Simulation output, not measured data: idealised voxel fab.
The document below concerns the process module designated voxel capacitor over wiring.
Shown is cross-section cut, with a width of 255 nm and square cells of size 5 nm.
This document writes a cross-section as a grid whose cells are square, and gives it as bands, listed from the top down; one or more rows of cells form a band. Basically the band line says how high the top is and how high the bottom is, in nm, and then what's in it from left to right, every material with its width in nm. Empty space shows up as "empty", and if a single material carries "edge to edge" it runs the full band edge to edge. Counting heights begins at 0, where everything beneath is, in the wafer as received, one material. The lowest band has no bottom; it goes on downwards, as "0 nm and below" shows. Width spec "30 to 40" -> top row of cells at first value, bottom row at second value, equal per-row change in between. The cross-section has no changed cell in any step marked "left unchanged". "Unvented voids": empty spaces of 8 cells or more with no open way to the top, each given as width x height at distance, distance from the left edge, all in nm. after a step's settings: what the simulator itself notes on the step. The optional step-line setting "overlay nm" applies to steps with a mask and quantifies how far to the right of its planned location the mask lay, a negative value indicating leftward placement.

# Planned process steps
1. RECEIVE with material Si
2. CONFORMAL_DEP with material SiO2, thk nm 10
3. DIRECTIONAL_DEP with material TiN, thk nm 5
4. DIRECTIONAL_DEP with material W, thk nm 25
5. MASKED_ETCH with tone cover, mask id METAL_1, width nm 25, pitch nm 80, etch materials W, depth nm 25, overlay nm 0
6. MASKED_ETCH with tone cover, mask id METAL_1, width nm 25, pitch nm 80, etch materials TiN, depth nm 5, overlay nm 0
7. CONFORMAL_DEP with material SiCN, thk nm 5
8. FILL_DEP with material lowk, thk nm 10
9. CMP with height nm 40
10. CONFORMAL_DEP with material SiCN, thk nm 5
11. DIRECTIONAL_DEP with material lowk, thk nm 15
12. PATTERN with tone open, mask id PLUG_1, material resist, width nm 15, thk nm 20, overlay nm 0
13. DIRECTIONAL_ETCH with etch materials lowk, depth nm 15
14. DIRECTIONAL_ETCH with etch materials SiCN, depth nm 5
15. STRIP with etch materials resist
16. CONFORMAL_DEP with material TiN, thk nm 5
17. FILL_DEP with material Cu, thk nm 10
18. CMP with height nm 60
19. DIRECTIONAL_DEP with material TiN, thk nm 5
20. DIRECTIONAL_DEP with material HfO2, thk nm 5
21. DIRECTIONAL_DEP with material TiN, thk nm 5
22. MASKED_ETCH with tone cover, mask id UPPER_PLATE, width nm 60, etch materials TiN, depth nm 5, overlay nm 0
23. MASKED_ETCH with tone cover, mask id UPPER_PLATE, width nm 60, etch materials HfO2, depth nm 5, overlay nm 0
24. MASKED_ETCH with tone cover, mask id LOWER_PLATE, width nm 70, etch materials TiN, depth nm 5, overlay nm 0
25. FILL_DEP with material SiO2, thk nm 15
26. CMP with height nm 85
27. MASKED_ETCH with tone open, mask id PLUG_2, width nm 15, etch materials SiO2, depth nm 10, overlay nm 0
28. CONFORMAL_DEP with material TiN, thk nm 5
29. FILL_DEP with material W, thk nm 10
30. CMP with height nm 85
31. CONFORMAL_DEP with material SiCN, thk nm 5

# First of two wafers: run as planned

# Wafer as received: cross-section following step 1
    0 nm and below  Si edge to edge
    Unvented voids: none

# The wafer, seen in cross-section, after step 2
    10 nm to 0 nm  SiO2 edge to edge
    Below a height of 0, the structure has not been altered.

# The wafer, seen in cross-section, after step 3
    15 nm to 10 nm  TiN edge to edge
    Below a height of 10, the structure has not been altered.

# The wafer, seen in cross-section, after step 4
    40 nm to 15 nm  W edge to edge
    Below a height of 15, the structure has not been altered.

# The wafer, seen in cross-section, after step 5
    40 nm to 15 nm  empty 75, then W 25, then empty 55, then W 25, then empty 75
    Below a height of 15, the structure has not been altered.

# The wafer, seen in cross-section, after step 6
    40 nm to 15 nm  empty 75, then W 25, then empty 55, then W 25, then empty 75
    15 nm to 10 nm  empty 75, then TiN 25, then empty 55, then TiN 25, then empty 75
    Below a height of 10, the structure has not been altered.

# The wafer, seen in cross-section, after step 7
    45 nm to 40 nm  empty 70, then SiCN 35, then empty 45, then SiCN 35, then empty 70
    40 nm to 15 nm  empty 70, then SiCN 5, then W 25, then SiCN 5, then empty 45, then SiCN 5, then W 25, then SiCN 5, then empty 70
    15 nm to 10 nm  SiCN 75, then TiN 25, then SiCN 55, then TiN 25, then SiCN 75
    Below a height of 10, the structure has not been altered.

# The wafer, seen in cross-section, after step 8
    55 nm to 45 nm  lowk edge to edge
    45 nm to 40 nm  lowk 70, then SiCN 35, then lowk 45, then SiCN 35, then lowk 70
    40 nm to 15 nm  lowk 70, then SiCN 5, then W 25, then SiCN 5, then lowk 45, then SiCN 5, then W 25, then SiCN 5, then lowk 70
    Below a height of 15, the structure has not been altered.

# The wafer, seen in cross-section, after step 9
    40 nm to 15 nm  lowk 70, then SiCN 5, then W 25, then SiCN 5, then lowk 45, then SiCN 5, then W 25, then SiCN 5, then lowk 70
    Below a height of 15, the structure has not been altered.

# The wafer, seen in cross-section, after step 10
    45 nm to 40 nm  SiCN edge to edge
    Below a height of 40, the structure has not been altered.

# The wafer, seen in cross-section, after step 11
    60 nm to 45 nm  lowk edge to edge
    Below a height of 45, the structure has not been altered.

# The wafer, seen in cross-section, after step 12
    80 nm to 60 nm  resist 85, then empty 15, then resist 155
    Below a height of 60, the structure has not been altered.

# The wafer, seen in cross-section, after step 13
    80 nm to 60 nm  resist 85, then empty 15, then resist 155
    60 nm to 45 nm  lowk 85, then empty 15, then lowk 155
    Below a height of 45, the structure has not been altered.

# The wafer, seen in cross-section, after step 14
    80 nm to 60 nm  resist 85, then empty 15, then resist 155
    60 nm to 45 nm  lowk 85, then empty 15, then lowk 155
    45 nm to 40 nm  SiCN 85, then empty 15, then SiCN 155
    Below a height of 40, the structure has not been altered.

# The wafer, seen in cross-section, after step 15
    60 nm to 45 nm  lowk 85, then empty 15, then lowk 155
    Below a height of 45, the structure has not been altered.

# The wafer, seen in cross-section, after step 16
    65 nm to 60 nm  TiN 90, then empty 5, then TiN 160
    60 nm to 45 nm  lowk 85, then TiN 5, then empty 5, then TiN 5, then lowk 155
    45 nm to 40 nm  SiCN 85, then TiN 15, then SiCN 155
    Below a height of 40, the structure has not been altered.

# The wafer, seen in cross-section, after step 17
    75 nm to 65 nm  Cu edge to edge
    65 nm to 60 nm  TiN 90, then Cu 5, then TiN 160
    60 nm to 45 nm  lowk 85, then TiN 5, then Cu 5, then TiN 5, then lowk 155
    Below a height of 45, the structure has not been altered.

# The wafer, seen in cross-section, after step 18
    60 nm to 45 nm  lowk 85, then TiN 5, then Cu 5, then TiN 5, then lowk 155
    Below a height of 45, the structure has not been altered.

# The wafer, seen in cross-section, after step 19
    65 nm to 60 nm  TiN edge to edge
    Below a height of 60, the structure has not been altered.

# The wafer, seen in cross-section, after step 20
    70 nm to 65 nm  HfO2 edge to edge
    Below a height of 65, the structure has not been altered.

# The wafer, seen in cross-section, after step 21
    75 nm to 70 nm  TiN edge to edge
    Below a height of 70, the structure has not been altered.

# The wafer, seen in cross-section, after step 22
    75 nm to 70 nm  empty 85, then TiN 60, then empty 110
    Below a height of 70, the structure has not been altered.

# The wafer, seen in cross-section, after step 23
    75 nm to 70 nm  empty 85, then TiN 60, then empty 110
    70 nm to 65 nm  empty 85, then HfO2 60, then empty 110
    Below a height of 65, the structure has not been altered.

# The wafer, seen in cross-section, after step 24
    75 nm to 70 nm  empty 85, then TiN 60, then empty 110
    70 nm to 65 nm  empty 85, then HfO2 60, then empty 110
    65 nm to 60 nm  empty 80, then TiN 70, then empty 105
    Below a height of 60, the structure has not been altered.

# The wafer, seen in cross-section, after step 25
    90 nm to 75 nm  SiO2 edge to edge
    75 nm to 70 nm  SiO2 85, then TiN 60, then SiO2 110
    70 nm to 65 nm  SiO2 85, then HfO2 60, then SiO2 110
    65 nm to 60 nm  SiO2 80, then TiN 70, then SiO2 105
    Below a height of 60, the structure has not been altered.

# The wafer, seen in cross-section, after step 26
    85 nm to 75 nm  SiO2 edge to edge
    Below a height of 75, the structure has not been altered.

# The wafer, seen in cross-section, after step 27
    85 nm to 75 nm  SiO2 95, then empty 15, then SiO2 145
    Below a height of 75, the structure has not been altered.

# The wafer, seen in cross-section, after step 28
    90 nm to 85 nm  TiN 100, then empty 5, then TiN 150
    85 nm to 80 nm  SiO2 95, then TiN 5, then empty 5, then TiN 5, then SiO2 145
    80 nm to 70 nm  SiO2 95 to 85, then TiN 15 to 60, then SiO2 145 to 110
    Below a height of 70, the structure has not been altered.

# The wafer, seen in cross-section, after step 29
    100 nm to 90 nm  W edge to edge
    90 nm to 85 nm  TiN 100, then W 5, then TiN 150
    85 nm to 80 nm  SiO2 95, then TiN 5, then W 5, then TiN 5, then SiO2 145
    Below a height of 80, the structure has not been altered.

# The wafer, seen in cross-section, after step 30
    85 nm to 80 nm  SiO2 95, then TiN 5, then W 5, then TiN 5, then SiO2 145
    Below a height of 80, the structure has not been altered.

# The wafer, seen in cross-section, after step 31
    90 nm to 85 nm  SiCN edge to edge
    Below a height of 85, the structure has not been altered.

# Notes, second wafer: start = first wafer's, plan = first wafer's, execution had one mistake; history identical to first through step 26

# Cross-section of the second wafer corresponding to the planned conclusion of step 27
    85 nm to 75 nm  SiO2 95, then empty 15, then SiO2 145
    Below a height of 75, the structure has not been altered.

# Cross-section of the second wafer corresponding to the planned conclusion of step 28
    90 nm to 85 nm  TiN 100, then empty 5, then TiN 150
    85 nm to 80 nm  SiO2 95, then TiN 5, then empty 5, then TiN 5, then SiO2 145
    80 nm to 70 nm  SiO2 95 to 85, then TiN 15 to 60, then SiO2 145 to 110
    Below a height of 70, the structure has not been altered.

# Cross-section of the second wafer corresponding to the planned conclusion of step 29
    100 nm to 90 nm  W edge to edge
    90 nm to 85 nm  TiN 100, then W 5, then TiN 150
    85 nm to 80 nm  SiO2 95, then TiN 5, then W 5, then TiN 5, then SiO2 145
    Below a height of 80, the structure has not been altered.

# Cross-section of the second wafer corresponding to the planned conclusion of step 30
    85 nm to 80 nm  SiO2 95, then TiN 5, then W 5, then TiN 5, then SiO2 145
    Below a height of 80, the structure has not been altered.

# Cross-section of the second wafer corresponding to the planned conclusion of step 31
    90 nm to 85 nm  SiCN edge to edge
    Below a height of 85, the structure has not been altered.
So what did we get wrong on this run? the plan had its step 27 run twice
The two wafers finish with the same cross-section, and therefore the mistake leaves the computed outcome of this model unchanged.
